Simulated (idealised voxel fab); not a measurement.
The following is a process module called voxel wiring stack.
We display cut, a cross-section 205 nm in width whose square cells are each 5 nm.
Cross-section layout: square cells on a grid; listed as bands, top to bottom; a band spans one or more cell rows.
A band entry consists of two parts. The first gives the height of the band's top and the height of its bottom, in nm. The rest lists the band's materials from left to right, each with its width in nm. A single material labelled with the word "everywhere" fills the band from edge to edge, and the word "empty" marks empty space.
Below 0: as-received wafer, all one material; heights counted from there. Lowest band: no bottom, goes on down, written "0 nm and below".
When a width is written as two numbers, as in "30 to 40", the first number is the width in the top row of cells of the band and the second is the width in its bottom row, and the width changes by the same amount from each row to the next.
"all unchanged" after a step means that no cell of the cross-section changed.
Listed in "Enclosed void listing": every empty space of 8 or more cells without an open way to the top. Form: width x height at distance, the distance being from the left edge, all in nm.
after a step's settings: what the simulator itself notes on the step
For masked steps, "overlay nm" on the step line gives how far right of plan the mask actually lay; a minus sign means it lay to the left.
### Process steps foreseen in the plan
- 1: op RECEIVE | material Si
- 2: op CONFORMAL_DEP | material SiO2 | thk nm 15
- 3: op CONFORMAL_DEP | material SiCN | thk nm 5
- 4: op DIRECTIONAL_DEP | material lowk | thk nm 25
- 5: op DIRECTIONAL_DEP | material aC | thk nm 10
- 6: op PATTERN | tone open | mask id METAL_1 | material resist | width nm 25 | pitch nm 50 | thk nm 30 | overlay nm 0
- 7: op DIRECTIONAL_ETCH | etch materials aC | depth nm 10
- 8: op STRIP | etch materials resist
- 9: op DIRECTIONAL_ETCH | etch materials lowk | depth nm 25
- 10: op DIRECTIONAL_ETCH | etch materials SiCN | depth nm 5
- 11: op STRIP | etch materials aC
- 12: op CONFORMAL_DEP | material TiN | thk nm 5
- 13: op FILL_DEP | material Cu | thk nm 10
- 14: op CMP | height nm 45
- 15: op CONFORMAL_DEP | material SiCN | thk nm 5
- 16: op DIRECTIONAL_DEP | material lowk | thk nm 15
- 17: op DIRECTIONAL_DEP | material aC | thk nm 15
- 18: op PATTERN | tone open | mask id PLUG_1 | material resist | width nm 15 | pitch nm 50 | thk nm 30 | overlay nm 0
- 19: op DIRECTIONAL_ETCH | etch materials aC | depth nm 15
- 20: op STRIP | etch materials resist
- 21: op DIRECTIONAL_ETCH | etch materials lowk | depth nm 15
- 22: op DIRECTIONAL_ETCH | etch materials SiCN | depth nm 5
- 23: op STRIP | etch materials aC
- 24: op CONFORMAL_DEP | material TiN | thk nm 5
- 25: op FILL_DEP | material Ru | thk nm 5
- 26: op CMP | height nm 65
- 27: op DIRECTIONAL_DEP | material TiN | thk nm 5
- 28: op DIRECTIONAL_DEP | material W | thk nm 20
- 29: op MASKED_ETCH | tone cover | mask id METAL_2 | width nm 25 | pitch nm 50 | etch materials W | depth nm 20 | overlay nm 0
- 30: op MASKED_ETCH | tone cover | mask id METAL_2 | width nm 25 | pitch nm 50 | etch materials TiN | depth nm 5 | overlay nm 0
- 31: op FILL_DEP | material SiO2 | thk nm 5
- 32: op CMP | height nm 90
- 33: op CONFORMAL_DEP | material SiN | thk nm 5
### The first wafer of two, processed as planned
### Cross-section: wafer on arrival = after step 1
    0 nm and below | Si everywhere
    Enclosed void listing: none
### Sectional view: wafer, after step 2
    15 nm to 0 nm | SiO2 everywhere
    Heights below 0 show no change.
### Sectional view: wafer, after step 3
    20 nm to 15 nm | SiCN everywhere
    Heights below 15 show no change.
### Sectional view: wafer, after step 4
    45 nm to 20 nm | lowk everywhere
    Heights below 20 show no change.
### Sectional view: wafer, after step 5
    55 nm to 45 nm | aC everywhere
    Heights below 45 show no change.
### Sectional view: wafer, after step 6
    85 nm to 55 nm | resist (40) / empty (25) / resist (25) / empty (25) / resist (25) / empty (25) / resist (40)
    Heights below 55 show no change.
### Sectional view: wafer, after step 7
    75 nm to 55 nm | resist (40) / empty (25) / resist (25) / empty (25) / resist (25) / empty (25) / resist (40)
    55 nm to 45 nm | aC (40) / empty (25) / aC (25) / empty (25) / aC (25) / empty (25) / aC (40)
    Heights below 45 show no change.
### Sectional view: wafer, after step 8
    55 nm to 45 nm | aC (40) / empty (25) / aC (25) / empty (25) / aC (25) / empty (25) / aC (40)
    Heights below 45 show no change.
### Sectional view: wafer, after step 9
    55 nm to 45 nm | aC (40) / empty (25) / aC (25) / empty (25) / aC (25) / empty (25) / aC (40)
    45 nm to 20 nm | lowk (40) / empty (25) / lowk (25) / empty (25) / lowk (25) / empty (25) / lowk (40)
    Heights below 20 show no change.
### Sectional view: wafer, after step 10
    55 nm to 45 nm | aC (40) / empty (25) / aC (25) / empty (25) / aC (25) / empty (25) / aC (40)
    45 nm to 20 nm | lowk (40) / empty (25) / lowk (25) / empty (25) / lowk (25) / empty (25) / lowk (40)
    20 nm to 15 nm | SiCN (40) / empty (25) / SiCN (25) / empty (25) / SiCN (25) / empty (25) / SiCN (40)
    Heights below 15 show no change.
### Sectional view: wafer, after step 11
    45 nm to 20 nm | lowk (40) / empty (25) / lowk (25) / empty (25) / lowk (25) / empty (25) / lowk (40)
    Heights below 20 show no change.
### Sectional view: wafer, after step 12
    50 nm to 45 nm | TiN (45) / empty (15) / TiN (35) / empty (15) / TiN (35) / empty (15) / TiN (45)
    45 nm to 20 nm | lowk (40) / TiN (5) / empty (15) / TiN (5) / lowk (25) / TiN (5) / empty (15) / TiN (5) / lowk (25) / TiN (5) / empty (15) / TiN (5) / lowk (40)
    20 nm to 15 nm | SiCN (40) / TiN (25) / SiCN (25) / TiN (25) / SiCN (25) / TiN (25) / SiCN (40)
    Heights below 15 show no change.
### Sectional view: wafer, after step 13
    60 nm to 50 nm | Cu everywhere
    50 nm to 45 nm | TiN (45) / Cu (15) / TiN (35) / Cu (15) / TiN (35) / Cu (15) / TiN (45)
    45 nm to 20 nm | lowk (40) / TiN (5) / Cu (15) / TiN (5) / lowk (25) / TiN (5) / Cu (15) / TiN (5) / lowk (25) / TiN (5) / Cu (15) / TiN (5) / lowk (40)
    Heights below 20 show no change.
### Sectional view: wafer, after step 14
    45 nm to 20 nm | lowk (40) / TiN (5) / Cu (15) / TiN (5) / lowk (25) / TiN (5) / Cu (15) / TiN (5) / lowk (25) / TiN (5) / Cu (15) / TiN (5) / lowk (40)
    Heights below 20 show no change.
### Sectional view: wafer, after step 15
    50 nm to 45 nm | SiCN everywhere
    Heights below 45 show no change.
### Sectional view: wafer, after step 16
    65 nm to 50 nm | lowk everywhere
    Heights below 50 show no change.
### Sectional view: wafer, after step 17
    80 nm to 65 nm | aC everywhere
    Heights below 65 show no change.
### Sectional view: wafer, after step 18
    110 nm to 80 nm | resist (40) / empty (15) / resist (35) / empty (15) / resist (35) / empty (15) / resist (50)
    Heights below 80 show no change.
### Sectional view: wafer, after step 19
    95 nm to 80 nm | resist (40) / empty (15) / resist (35) / empty (15) / resist (35) / empty (15) / resist (50)
    80 nm to 65 nm | aC (40) / empty (15) / aC (35) / empty (15) / aC (35) / empty (15) / aC (50)
    Heights below 65 show no change.
### Sectional view: wafer, after step 20
    80 nm to 65 nm | aC (40) / empty (15) / aC (35) / empty (15) / aC (35) / empty (15) / aC (50)
    Heights below 65 show no change.
### Sectional view: wafer, after step 21
    80 nm to 65 nm | aC (40) / empty (15) / aC (35) / empty (15) / aC (35) / empty (15) / aC (50)
    65 nm to 50 nm | lowk (40) / empty (15) / lowk (35) / empty (15) / lowk (35) / empty (15) / lowk (50)
    Heights below 50 show no change.
### Sectional view: wafer, after step 22
    80 nm to 65 nm | aC (40) / empty (15) / aC (35) / empty (15) / aC (35) / empty (15) / aC (50)
    65 nm to 50 nm | lowk (40) / empty (15) / lowk (35) / empty (15) / lowk (35) / empty (15) / lowk (50)
    50 nm to 45 nm | SiCN (40) / empty (15) / SiCN (35) / empty (15) / SiCN (35) / empty (15) / SiCN (50)
    Heights below 45 show no change.
### Sectional view: wafer, after step 23
    65 nm to 50 nm | lowk (40) / empty (15) / lowk (35) / empty (15) / lowk (35) / empty (15) / lowk (50)
    Heights below 50 show no change.
### Sectional view: wafer, after step 24
    70 nm to 65 nm | TiN (45) / empty (5) / TiN (45) / empty (5) / TiN (45) / empty (5) / TiN (55)
    65 nm to 50 nm | lowk (40) / TiN (5) / empty (5) / TiN (5) / lowk (35) / TiN (5) / empty (5) / TiN (5) / lowk (35) / TiN (5) / empty (5) / TiN (5) / lowk (50)
    50 nm to 45 nm | SiCN (40) / TiN (15) / SiCN (35) / TiN (15) / SiCN (35) / TiN (15) / SiCN (50)
    Heights below 45 show no change.
### Sectional view: wafer, after step 25
    75 nm to 70 nm | Ru everywhere
    70 nm to 65 nm | TiN (45) / Ru (5) / TiN (45) / Ru (5) / TiN (45) / Ru (5) / TiN (55)
    65 nm to 50 nm | lowk (40) / TiN (5) / Ru (5) / TiN (5) / lowk (35) / TiN (5) / Ru (5) / TiN (5) / lowk (35) / TiN (5) / Ru (5) / TiN (5) / lowk (50)
    Heights below 50 show no change.
### Sectional view: wafer, after step 26
    65 nm to 50 nm | lowk (40) / TiN (5) / Ru (5) / TiN (5) / lowk (35) / TiN (5) / Ru (5) / TiN (5) / lowk (35) / TiN (5) / Ru (5) / TiN (5) / lowk (50)
    Heights below 50 show no change.
### Sectional view: wafer, after step 27
    70 nm to 65 nm | TiN everywhere
    Heights below 65 show no change.
### Sectional view: wafer, after step 28
    90 nm to 70 nm | W everywhere
    Heights below 70 show no change.
### Sectional view: wafer, after step 29
    90 nm to 70 nm | empty (40) / W (25) / empty (25) / W (25) / empty (25) / W (25) / empty (40)
    Heights below 70 show no change.
### Sectional view: wafer, after step 30
    90 nm to 70 nm | empty (40) / W (25) / empty (25) / W (25) / empty (25) / W (25) / empty (40)
    70 nm to 65 nm | empty (40) / TiN (25) / empty (25) / TiN (25) / empty (25) / TiN (25) / empty (40)
    Heights below 65 show no change.
### Sectional view: wafer, after step 31
    95 nm to 90 nm | SiO2 everywhere
    90 nm to 70 nm | SiO2 (40) / W (25) / SiO2 (25) / W (25) / SiO2 (25) / W (25) / SiO2 (40)
    70 nm to 65 nm | SiO2 (40) / TiN (25) / SiO2 (25) / TiN (25) / SiO2 (25) / TiN (25) / SiO2 (40)
    Heights below 65 show no change.
### Sectional view: wafer, after step 32
    90 nm to 70 nm | SiO2 (40) / W (25) / SiO2 (25) / W (25) / SiO2 (25) / W (25) / SiO2 (40)
    Heights below 70 show no change.
### Sectional view: wafer, after step 33
    95 nm to 90 nm | SiN everywhere
    Heights below 90 show no change.
### The second wafer was prepared from the same starting point and under the same plan as the first; its processing contained one mistake, and it remains indistinguishable from the first wafer up to and including step 14
### X-section, second wafer, when step 15 was due to finish
    60 nm to 45 nm | lowk everywhere
    Heights below 45 show no change.
### X-section, second wafer, when step 16 was due to finish
    65 nm to 60 nm | SiCN everywhere
    Heights below 60 show no change.
### X-section, second wafer, when step 17 was due to finish
    80 nm to 65 nm | aC everywhere
    Heights below 65 show no change.
### X-section, second wafer, when step 18 was due to finish
    110 nm to 80 nm | resist (40) / empty (15) / resist (35) / empty (15) / resist (35) / empty (15) / resist (50)
    Heights below 80 show no change.
### X-section, second wafer, when step 19 was due to finish
    95 nm to 80 nm | resist (40) / empty (15) / resist (35) / empty (15) / resist (35) / empty (15) / resist (50)
    80 nm to 65 nm | aC (40) / empty (15) / aC (35) / empty (15) / aC (35) / empty (15) / aC (50)
    Heights below 65 show no change.
### X-section, second wafer, when step 20 was due to finish
    80 nm to 65 nm | aC (40) / empty (15) / aC (35) / empty (15) / aC (35) / empty (15) / aC (50)
    Heights below 65 show no change.
X-section, second wafer, when step 21 was due to finish: all unchanged
### X-section, second wafer, when step 22 was due to finish
    80 nm to 65 nm | aC (40) / empty (15) / aC (35) / empty (15) / aC (35) / empty (15) / aC (50)
    65 nm to 60 nm | SiCN (40) / empty (15) / SiCN (35) / empty (15) / SiCN (35) / empty (15) / SiCN (50)
    Heights below 60 show no change.
### X-section, second wafer, when step 23 was due to finish
    65 nm to 60 nm | SiCN (40) / empty (15) / SiCN (35) / empty (15) / SiCN (35) / empty (15) / SiCN (50)
    Heights below 60 show no change.
### X-section, second wafer, when step 24 was due to finish
    70 nm to 65 nm | TiN (45) / empty (5) / TiN (45) / empty (5) / TiN (45) / empty (5) / TiN (55)
    65 nm to 60 nm | SiCN (40) / TiN (15) / SiCN (35) / TiN (15) / SiCN (35) / TiN (15) / SiCN (50)
    Heights below 60 show no change.
### X-section, second wafer, when step 25 was due to finish
    75 nm to 70 nm | Ru everywhere
    70 nm to 65 nm | TiN (45) / Ru (5) / TiN (45) / Ru (5) / TiN (45) / Ru (5) / TiN (55)
    Heights below 65 show no change.
### X-section, second wafer, when step 26 was due to finish
    65 nm to 60 nm | SiCN (40) / TiN (15) / SiCN (35) / TiN (15) / SiCN (35) / TiN (15) / SiCN (50)
    Heights below 60 show no change.
### X-section, second wafer, when step 27 was due to finish
    70 nm to 65 nm | TiN everywhere
    Heights below 65 show no change.
### X-section, second wafer, when step 28 was due to finish
    90 nm to 70 nm | W everywhere
    Heights below 70 show no change.
### X-section, second wafer, when step 29 was due to finish
    90 nm to 70 nm | empty (40) / W (25) / empty (25) / W (25) / empty (25) / W (25) / empty (40)
    Heights below 70 show no change.
### X-section, second wafer, when step 30 was due to finish
    90 nm to 70 nm | empty (40) / W (25) / empty (25) / W (25) / empty (25) / W (25) / empty (40)
    70 nm to 65 nm | empty (40) / TiN (25) / empty (25) / TiN (25) / empty (25) / TiN (25) / empty (40)
    Heights below 65 show no change.
### X-section, second wafer, when step 31 was due to finish
    95 nm to 90 nm | SiO2 everywhere
    90 nm to 70 nm | SiO2 (40) / W (25) / SiO2 (25) / W (25) / SiO2 (25) / W (25) / SiO2 (40)
    70 nm to 65 nm | SiO2 (40) / TiN (25) / SiO2 (25) / TiN (25) / SiO2 (25) / TiN (25) / SiO2 (40)
    Heights below 65 show no change.
### X-section, second wafer, when step 32 was due to finish
    90 nm to 70 nm | SiO2 (40) / W (25) / SiO2 (25) / W (25) / SiO2 (25) / W (25) / SiO2 (40)
    Heights below 70 show no change.
### X-section, second wafer, when step 33 was due to finish
    95 nm to 90 nm | SiN everywhere
    Heights below 90 show no change.
Where did the run depart from the plan? so 15 and 16 got swapped relative to the plan, each ran where the other was supposed to
Upon completion, the second wafer contains, in terms of cells, a greater or smaller amount of certain materials than the first wafer: -9 Ru | -18 TiN | +27 lowk
